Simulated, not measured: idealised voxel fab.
voxel gate over fins: a process module
It is cross-section cut that appears here, measuring 220 nm in width, its square cells being 5 nm in size.
Cross-section = grid of square cells, listed top down in bands; band = one or more rows. Within each band entry, the heights of the top and of the bottom of the band appear first, in that order and in nm; the materials of the band then follow from left to right, each with its corresponding width in nm. The designation "throughout" on a single material indicates that it fills the band from edge to edge; the designation "air" indicates empty space. Counting heights begins at 0, where everything beneath is, in the wafer as received, one material. The lowest band has no bottom; it goes on downwards, as "0 and below" shows. Think of "30->40" as a width that walks from the first number to the second as you go down the band, top row to bottom row, taking equal-sized steps from row to row. "nothing changed" (step): cross-section cells unchanged, all of them. In "Trapped void list" the enclosed voids are listed, meaning empty spaces of 8 cells or larger without any opening to the top. The form is width x height at distance, distance from the left edge, units nm. Heads up: the bit after the settings on a step's line is the simulator's remark on that step. What "overlay nm" on a step's line means: if the step has a mask, that mask lay this far to the right of its planned place, or, when the value is negative, to the left.
-- plan
- 1: RECEIVE | material Si
- 2: CONFORMAL_DEP | material SiN | thk nm 10
- 3: PATTERN | tone cover | mask id FINS | material resist | width nm 15 | pitch nm 55 | thk nm 15 | overlay nm 0
- 4: DIRECTIONAL_ETCH | etch materials SiN | depth nm 10
- 5: DIRECTIONAL_ETCH | etch materials Si | depth nm 30
- 6: STRIP | etch materials resist
- 7: FILL_DEP | material SiO2 | thk nm 5
- 8: CMP | height nm 10
- 9: PATTERN | tone open | mask id RAIL | material resist | width nm 15 | thk nm 20 | overlay nm 0
- 10: DIRECTIONAL_ETCH | etch materials SiO2 | depth nm 35
- 11: STRIP | etch materials resist
- 12: CONFORMAL_DEP | material TiN | thk nm 5
- 13: FILL_DEP | material W | thk nm 5
- 14: CMP | height nm 10
- 15: SELECTIVE_ETCH | etch materials W Ru TiN | depth nm 30
- 16: FILL_DEP | material SiO2 | thk nm 5
- 17: CMP | height nm 10
- 18: SELECTIVE_ETCH | etch materials SiO2 | depth nm 20
- 19: STRIP | etch materials SiN
- 20: CONFORMAL_DEP | material HfO2 | thk nm 5
- 21: CONFORMAL_DEP | material TiN | thk nm 5
- 22: FILL_DEP | material W | thk nm 15
- 23: CMP | height nm 20
- 24: CONFORMAL_DEP | material SiCN | thk nm 10
-- As-received wafer cross-section (after step 1)
0 and below | Si throughout
Trapped void list: none
-- Module complete - cross-section of the first of two wafers, run according to plan
30 down to 20 | SiCN throughout
20 down to 10 | W throughout
10 down to 5 | W (35) / TiN (35) / W (20) / TiN (35) / W (20) / TiN (35) / W (40)
5 down to 0 | W (35) / TiN (5) / HfO2 (25) / TiN (5) / W (20) / TiN (5) / HfO2 (25) / TiN (5) / W (20) / TiN (5) / HfO2 (25) / TiN (5) / W (40)
0 down to -5 | TiN (40) / HfO2 (5) / Si (15) / HfO2 (5) / TiN (30) / HfO2 (5) / Si (15) / HfO2 (5) / TiN (30) / HfO2 (5) / Si (15) / HfO2 (5) / TiN (45)
-5 down to -10 | HfO2 (45) / Si (15) / HfO2 (40) / Si (15) / HfO2 (40) / Si (15) / HfO2 (50)
-10 down to -20 | SiO2 (45) / Si (15) / SiO2 (40) / Si (15) / SiO2 (40) / Si (15) / SiO2 (50)
-20 down to -25 | SiO2 (45) / Si (15) / SiO2 (10) / TiN (15) / SiO2 (15) / Si (15) / SiO2 (40) / Si (15) / SiO2 (50)
-25 down to -30 | SiO2 (45) / Si (15) / SiO2 (40) / Si (15) / SiO2 (40) / Si (15) / SiO2 (50)
-30 and below | Si throughout
Trapped void list: none
-- So this is wafer number two of the two, cut at the end of the module - it started where the first did and had the same plan, we just got one thing wrong running it
30 down to 20 | SiCN throughout
20 down to 10 | W throughout
10 down to 5 | W (35) / TiN (35) / W (20) / TiN (35) / W (20) / TiN (35) / W (40)
5 down to 0 | W (35) / TiN (5) / HfO2 (25) / TiN (5) / W (20) / TiN (5) / HfO2 (25) / TiN (5) / W (20) / TiN (5) / HfO2 (25) / TiN (5) / W (40)
0 down to -10 | W (35) / TiN (5) / HfO2 (5) / Si (15) / HfO2 (5) / TiN (5) / W (20) / TiN (5) / HfO2 (5) / Si (15) / HfO2 (5) / TiN (5) / W (20) / TiN (5) / HfO2 (5) / Si (15) / HfO2 (5) / TiN (5) / W (40)
-10 down to -20 | W (35) / TiN (5) / HfO2 (5) / Si (15) / HfO2 (5->30) / TiN (30->5) / HfO2 (5) / Si (15) / HfO2 (5) / TiN (5) / W (20) / TiN (5) / HfO2 (5) / Si (15) / HfO2 (5) / TiN (5) / W (40)
-20 down to -25 | TiN (40) / HfO2 (5) / Si (15) / HfO2 (10) / TiN (15) / HfO2 (5) / TiN (5) / HfO2 (5) / Si (15) / HfO2 (5) / TiN (30) / HfO2 (5) / Si (15) / HfO2 (5) / TiN (45)
-25 down to -30 | HfO2 (45) / Si (15) / HfO2 (15) / SiO2 (5) / HfO2 (20) / Si (15) / HfO2 (40) / Si (15) / HfO2 (50)
-30 and below | Si throughout
Trapped void list: none
What was the processing mistake? heads up, step 18 of the plan got done twice
Materials where the second wafer ends with more or fewer cells than the first: HfO2 +30; SiO2 -136; TiN +22; W +84
